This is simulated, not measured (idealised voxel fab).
Module name: voxel quadruple lines (process module)
Cross-section cut: width 265 nm, square cells of 5 nm.
Format of a cross-section: grid, square cells. Given as bands. Order: top down. Band: one or more rows of cells.
Heights first: top, then bottom, in nm. Then materials, left to right, each with a width in nm. "everywhere" on a single material: fills the band edge to edge. "blank": empty space.
Measure heights from 0. That's the level where, below it, the as-received wafer is all one material. The lowest band is bottomless and extends downward; write it as in "0 and below".
You'd read "30->40" like this: the band's top row of cells is as wide as the first number, its bottom row is as wide as the second, and going down, every row changes width by the same amount as the row before did.
"everything unchanged" for a step: no cell of the cross-section changed in that step.
Each empty space that has no open way to the top and spans at least 8 cells appears under "Enclosed cavity list" as width x height at distance, the distance counted from the left edge, all in nm.
Step line, after settings: the simulator's comment on this step.
When a step includes a mask, the "overlay nm" setting on its line states how far to the right of its planned place that mask lay, and negative values state how far to the left.
How should the pairs below be read? Each gives the cross-section before one process step and the cross-section after it, the latter drawn only to the lowest band that changed; the step that lies between them, with its settings, appears under the pair. Does a pair pick up where the pair above left off? Only where its entry headed "Before step" says so, since pairs can come from different runs of this module on the same starting wafer.

[Before step]
* 35 down to 15 = blank=55  SiN=5  blank=15  SiN=5  blank=15  SiN=5  blank=15  SiN=5  blank=15  SiN=5  blank=15  SiN=5  blank=15  SiN=5  blank=15  SiN=5  blank=65
* 15 down to 5 = blank=55  W=5  blank=15  W=5  blank=15  W=5  blank=15  W=5  blank=15  W=5  blank=15  W=5  blank=15  W=5  blank=15  W=5  blank=65
* 5 down to 0 = SiO2 everywhere
* 0 and below = Si everywhere
* Enclosed cavity list: none

[Structure After Step]
* 15 down to 5 = blank=55  W=5  blank=15  W=5  blank=15  W=5  blank=15  W=5  blank=15  W=5  blank=15  W=5  blank=15  W=5  blank=15  W=5  blank=65
* Rest of section, below 5: as before.
* Enclosed cavity list: none
The structure shown above changes from one cross-section to the other through STRIP | etch materials SiN

Before step: as in the pair right above, post-step view.

[Structure After Step]
* 25 down to 15 = lowk everywhere
* 15 down to 5 = lowk=55  W=5  lowk=15  W=5  lowk=15  W=5  lowk=15  W=5  lowk=15  W=5  lowk=15  W=5  lowk=15  W=5  lowk=15  W=5  lowk=65
* Rest of section, below 5: as before.
* Enclosed cavity list: none
The structure shown above changes from one cross-section to the other through FILL_DEP | material lowk | thk nm 10

Before step: as in the pair right above, post-step view.

[Structure After Step]
* 15 down to 5 = lowk=55  W=5  lowk=15  W=5  lowk=15  W=5  lowk=15  W=5  lowk=15  W=5  lowk=15  W=5  lowk=15  W=5  lowk=15  W=5  lowk=65
* Rest of section, below 5: as before.
* Enclosed cavity list: none
The structure shown above changes from one cross-section to the other through CMP | height nm 15

[Before step]
* 0 and below = Si everywhere
* Enclosed cavity list: none

[Structure After Step]
* 5 down to 0 = W everywhere
* Rest of section, below 0: as before.
* Enclosed cavity list: none
The structure shown above changes from one cross-section to the other through CONFORMAL_DEP | material W | thk nm 5

Before step: as in the pair right above, post-step view.

[Structure After Step]
* 15 down to 0 = W everywhere
* Rest of section, below 0: as before.
* Enclosed cavity list: none
The structure shown above changes from one cross-section to the other through DIRECTIONAL_DEP | material W | thk nm 10

Before step: as in the pair right above, post-step view.

[Structure After Step]
* 35 down to 15 = polySi everywhere
* Rest of section, below 15: as before.
* Enclosed cavity list: none
The structure shown above changes from one cross-section to the other through DIRECTIONAL_DEP | material polySi | thk nm 20

Before step: as in the pair right above, post-step view.

[Structure After Step]
* 55 down to 35 = aC everywhere
* Rest of section, below 35: as before.
* Enclosed cavity list: none
The structure shown above changes from one cross-section to the other through DIRECTIONAL_DEP | material aC | thk nm 20

Before step: as in the pair right above, post-step view.

[Structure After Step]
* 80 down to 55 = blank=80  resist=25  blank=55  resist=25  blank=80
* Rest of section, below 55: as before.
* Enclosed cavity list: none
The structure shown above changes from one cross-section to the other through PATTERN | tone cover | mask id MANDREL | material resist | width nm 25 | pitch nm 80 | thk nm 25 | overlay nm 0

Before step: as in the pair right above, post-step view.

[Structure After Step]
* 60 down to 55 = blank=80  resist=25  blank=55  resist=25  blank=80
* 55 down to 35 = blank=80  aC=25  blank=55  aC=25  blank=80
* Rest of section, below 35: as before.
* Enclosed cavity list: none
The structure shown above changes from one cross-section to the other through DIRECTIONAL_ETCH | etch materials aC | depth nm 20

Before step: as in the pair right above, post-step view.

[Structure After Step]
* 55 down to 35 = blank=80  aC=25  blank=55  aC=25  blank=80
* Rest of section, below 35: as before.
* Enclosed cavity list: none
The structure shown above changes from one cross-section to the other through STRIP | etch materials resist

Before step: as in the pair right above, post-step view.

[Structure After Step]
* 70 down to 55 = blank=65  SiO2=55  blank=25  SiO2=55  blank=65
* 55 down to 50 = blank=65  SiO2=15  aC=25  SiO2=15  blank=25  SiO2=15  aC=25  SiO2=15  blank=65
* 50 down to 35 = SiO2=80  aC=25  SiO2=55  aC=25  SiO2=80
* Rest of section, below 35: as before.
* Enclosed cavity list: none
The structure shown above changes from one cross-section to the other through CONFORMAL_DEP | material SiO2 | thk nm 15

Before step: as in the pair right above, post-step view.

[Structure After Step]
* 55 down to 35 = blank=65  SiO2=15  aC=25  SiO2=15  blank=25  SiO2=15  aC=25  SiO2=15  blank=65
* Rest of section, below 35: as before.
* Enclosed cavity list: none
The structure shown above changes from one cross-section to the other through DIRECTIONAL_ETCH | etch materials SiO2 | depth nm 15

Before step: as in the pair right above, post-step view.

[Structure After Step]
* 55 down to 35 = blank=65  SiO2=15  blank=25  SiO2=15  blank=25  SiO2=15  blank=25  SiO2=15  blank=65
* Rest of section, below 35: as before.
* Enclosed cavity list: none
The structure shown above changes from one cross-section to the other through STRIP | etch materials aC

Before step: as in the pair right above, post-step view.

[Structure After Step]
* 55 down to 35 = blank=65  SiO2=15  blank=25  SiO2=15  blank=25  SiO2=15  blank=25  SiO2=15  blank=65
* 35 down to 15 = blank=65  polySi=15  blank=25  polySi=15  blank=25  polySi=15  blank=25  polySi=15  blank=65
* Rest of section, below 15: as before.
* Enclosed cavity list: none
The structure shown above changes from one cross-section to the other through DIRECTIONAL_ETCH | etch materials polySi | depth nm 20

Before step: as in the pair right above, post-step view.

[Structure After Step]
* 35 down to 15 = blank=65  polySi=15  blank=25  polySi=15  blank=25  polySi=15  blank=25  polySi=15  blank=65
* Rest of section, below 15: as before.
* Enclosed cavity list: none
The structure shown above changes from one cross-section to the other through STRIP | etch materials SiO2

Before step: as in the pair right above, post-step view.

[Structure After Step]
* 40 down to 35 = blank=60  SiN=25  blank=15  SiN=25  blank=15  SiN=25  blank=15  SiN=25  blank=60
* 35 down to 20 = blank=60  SiN=5  polySi=15  SiN=5  blank=15  SiN=5  polySi=15  SiN=5  blank=15  SiN=5  polySi=15  SiN=5  blank=15  SiN=5  polySi=15  SiN=5  blank=60
* 20 down to 15 = SiN=65  polySi=15  SiN=25  polySi=15  SiN=25  polySi=15  SiN=25  polySi=15  SiN=65
* Rest of section, below 15: as before.
* Enclosed cavity list: none
The structure shown above changes from one cross-section to the other through CONFORMAL_DEP | material SiN | thk nm 5

Before step: as in the pair right above, post-step view.

[Structure After Step]
* 35 down to 15 = blank=60  SiN=5  polySi=15  SiN=5  blank=15  SiN=5  polySi=15  SiN=5  blank=15  SiN=5  polySi=15  SiN=5  blank=15  SiN=5  polySi=15  SiN=5  blank=60
* Rest of section, below 15: as before.
* Enclosed cavity list: none
The structure shown above changes from one cross-section to the other through DIRECTIONAL_ETCH | etch materials SiN | depth nm 5

Before step: as in the pair right above, post-step view.

[Structure After Step]
* 35 down to 15 = blank=60  SiN=5  blank=15  SiN=5  blank=15  SiN=5  blank=15  SiN=5  blank=15  SiN=5  blank=15  SiN=5  blank=15  SiN=5  blank=15  SiN=5  blank=60
* Rest of section, below 15: as before.
* Enclosed cavity list: none
The structure shown above changes from one cross-section to the other through STRIP | etch materials polySi

Before step: as in the pair right above, post-step view.

[Structure After Step]
* 35 down to 15 = blank=60  SiN=5  blank=15  SiN=5  blank=15  SiN=5  blank=15  SiN=5  blank=15  SiN=5  blank=15  SiN=5  blank=15  SiN=5  blank=15  SiN=5  blank=60
* 15 down to 5 = blank=60  W=5  blank=15  W=5  blank=15  W=5  blank=15  W=5  blank=15  W=5  blank=15  W=5  blank=15  W=5  blank=15  W=5  blank=60
* Rest of section, below 5: as before.
* Enclosed cavity list: none
The structure shown above changes from one cross-section to the other through DIRECTIONAL_ETCH | etch materials W | depth nm 10

Before step: as in the pair right above, post-step view.

[Structure After Step]
* 15 down to 5 = blank=60  W=5  blank=15  W=5  blank=15  W=5  blank=15  W=5  blank=15  W=5  blank=15  W=5  blank=15  W=5  blank=15  W=5  blank=60
* Rest of section, below 5: as before.
* Enclosed cavity list: none
The structure shown above changes from one cross-section to the other through STRIP | etch materials SiN

Before step: as in the pair right above, post-step view.

[Structure After Step]
* 25 down to 15 = lowk everywhere
* 15 down to 5 = lowk=60  W=5  lowk=15  W=5  lowk=15  W=5  lowk=15  W=5  lowk=15  W=5  lowk=15  W=5  lowk=15  W=5  lowk=15  W=5  lowk=60
* Rest of section, below 5: as before.
* Enclosed cavity list: none
The structure shown above changes from one cross-section to the other through FILL_DEP | material lowk | thk nm 10

Before step: as in the pair right above, post-step view.

[Structure After Step]
* 15 down to 5 = lowk=60  W=5  lowk=15  W=5  lowk=15  W=5  lowk=15  W=5  lowk=15  W=5  lowk=15  W=5  lowk=15  W=5  lowk=15  W=5  lowk=60
* Rest of section, below 5: as before.
* Enclosed cavity list: none
The structure shown above changes from one cross-section to the other through CMP | height nm 15

[Before step]
* 55 down to 35 = aC everywhere
* 35 down to 15 = polySi everywhere
* 15 down to 5 = W everywhere
* 5 down to 0 = SiO2 everywhere
* 0 and below = Si everywhere
* Enclosed cavity list: none

[Structure After Step]
* 80 down to 55 = resist=80  blank=25  resist=55  blank=25  resist=80
* Rest of section, below 55: as before.
* Enclosed cavity list: none
The structure shown above changes from one cross-section to the other through PATTERN | tone open | mask id MANDREL | material resist | width nm 25 | pitch nm 80 | thk nm 25 | overlay nm 0

Before step: as in the pair right above, post-step view.

[Structure After Step]
* 60 down to 55 = resist=80  blank=25  resist=55  blank=25  resist=80
* 55 down to 35 = aC=80  blank=25  aC=55  blank=25  aC=80
* Rest of section, below 35: as before.
* Enclosed cavity list: none
The structure shown above changes from one cross-section to the other through DIRECTIONAL_ETCH | etch materials aC | depth nm 20

Before step: as in the pair right above, post-step view.

[Structure After Step]
* 55 down to 35 = aC=80  blank=25  aC=55  blank=25  aC=80
* Rest of section, below 35: as before.
* Enclosed cavity list: none
The structure shown above changes from one cross-section to the other through STRIP | etch materials resist

Before step: as in the pair right above, post-step view.

[Structure After Step]
* 70 down to 55 = SiO2 everywhere
* 55 down to 35 = aC=80  SiO2=25  aC=55  SiO2=25  aC=80
* Rest of section, below 35: as before.
* Enclosed cavity list: none
The structure shown above changes from one cross-section to the other through CONFORMAL_DEP | material SiO2 | thk nm 15

Before step: as in the pair right above, post-step view.

[Structure After Step]
* 55 down to 35 = aC=80  SiO2=25  aC=55  SiO2=25  aC=80
* Rest of section, below 35: as before.
* Enclosed cavity list: none
The structure shown above changes from one cross-section to the other through DIRECTIONAL_ETCH | etch materials SiO2 | depth nm 15

Before step: as in the pair right above, post-step view.

[Structure After Step]
* 55 down to 35 = blank=80  SiO2=25  blank=55  SiO2=25  blank=80
* Rest of section, below 35: as before.
* Enclosed cavity list: none
The structure shown above changes from one cross-section to the other through STRIP | etch materials aC

Before step: as in the pair right above, post-step view.

[Structure After Step]
* 55 down to 35 = blank=80  SiO2=25  blank=55  SiO2=25  blank=80
* 35 down to 15 = blank=80  polySi=25  blank=55  polySi=25  blank=80
* Rest of section, below 15: as before.
* Enclosed cavity list: none
The structure shown above changes from one cross-section to the other through DIRECTIONAL_ETCH | etch materials polySi | depth nm 20

Before step: as in the pair right above, post-step view.

[Structure After Step]
* 35 down to 15 = blank=80  polySi=25  blank=55  polySi=25  blank=80
* Rest of section, below 15: as before.
* Enclosed cavity list: none
The structure shown above changes from one cross-section to the other through STRIP | etch materials SiO2

Before step: as in the pair right above, post-step view.

[Structure After Step]
* 40 down to 35 = blank=75  SiN=35  blank=45  SiN=35  blank=75
* 35 down to 20 = blank=75  SiN=5  polySi=25  SiN=5  blank=45  SiN=5  polySi=25  SiN=5  blank=75
* 20 down to 15 = SiN=80  polySi=25  SiN=55  polySi=25  SiN=80
* Rest of section, below 15: as before.
* Enclosed cavity list: none
The structure shown above changes from one cross-section to the other through CONFORMAL_DEP | material SiN | thk nm 5

Before step: as in the pair right above, post-step view.

[Structure After Step]
* 35 down to 15 = blank=75  SiN=5  polySi=25  SiN=5  blank=45  SiN=5  polySi=25  SiN=5  blank=75
* Rest of section, below 15: as before.
* Enclosed cavity list: none
The structure shown above changes from one cross-section to the other through DIRECTIONAL_ETCH | etch materials SiN | depth nm 5

Before step: as in the pair right above, post-step view.

[Structure After Step]
* 35 down to 15 = blank=75  SiN=5  blank=25  SiN=5  blank=45  SiN=5  blank=25  SiN=5  blank=75
* Rest of section, below 15: as before.
* Enclosed cavity list: none
The structure shown above changes from one cross-section to the other through STRIP | etch materials polySi

Before step: as in the pair right above, post-step view.

[Structure After Step]
* 35 down to 15 = blank=75  SiN=5  blank=25  SiN=5  blank=45  SiN=5  blank=25  SiN=5  blank=75
* 15 down to 5 = blank=75  W=5  blank=25  W=5  blank=45  W=5  blank=25  W=5  blank=75
* Rest of section, below 5: as before.
* Enclosed cavity list: none
The structure shown above changes from one cross-section to the other through DIRECTIONAL_ETCH | etch materials W | depth nm 10

Before step: as in the pair right above, post-step view.

[Structure After Step]
* 15 down to 5 = blank=75  W=5  blank=25  W=5  blank=45  W=5  blank=25  W=5  blank=75
* Rest of section, below 5: as before.
* Enclosed cavity list: none
The structure shown above changes from one cross-section to the other through STRIP | etch materials SiN

Before step: as in the pair right above, post-step view.

[Structure After Step]
* 25 down to 15 = lowk everywhere
* 15 down to 5 = lowk=75  W=5  lowk=25  W=5  lowk=45  W=5  lowk=25  W=5  lowk=75
* Rest of section, below 5: as before.
* Enclosed cavity list: none
The structure shown above changes from one cross-section to the other through FILL_DEP | material lowk | thk nm 10

Before step: as in the pair right above, post-step view.

[Structure After Step]
* 15 down to 5 = lowk=75  W=5  lowk=25  W=5  lowk=45  W=5  lowk=25  W=5  lowk=75
* Rest of section, below 5: as before.
* Enclosed cavity list: none
The structure shown above changes from one cross-section to the other through CMP | height nm 15
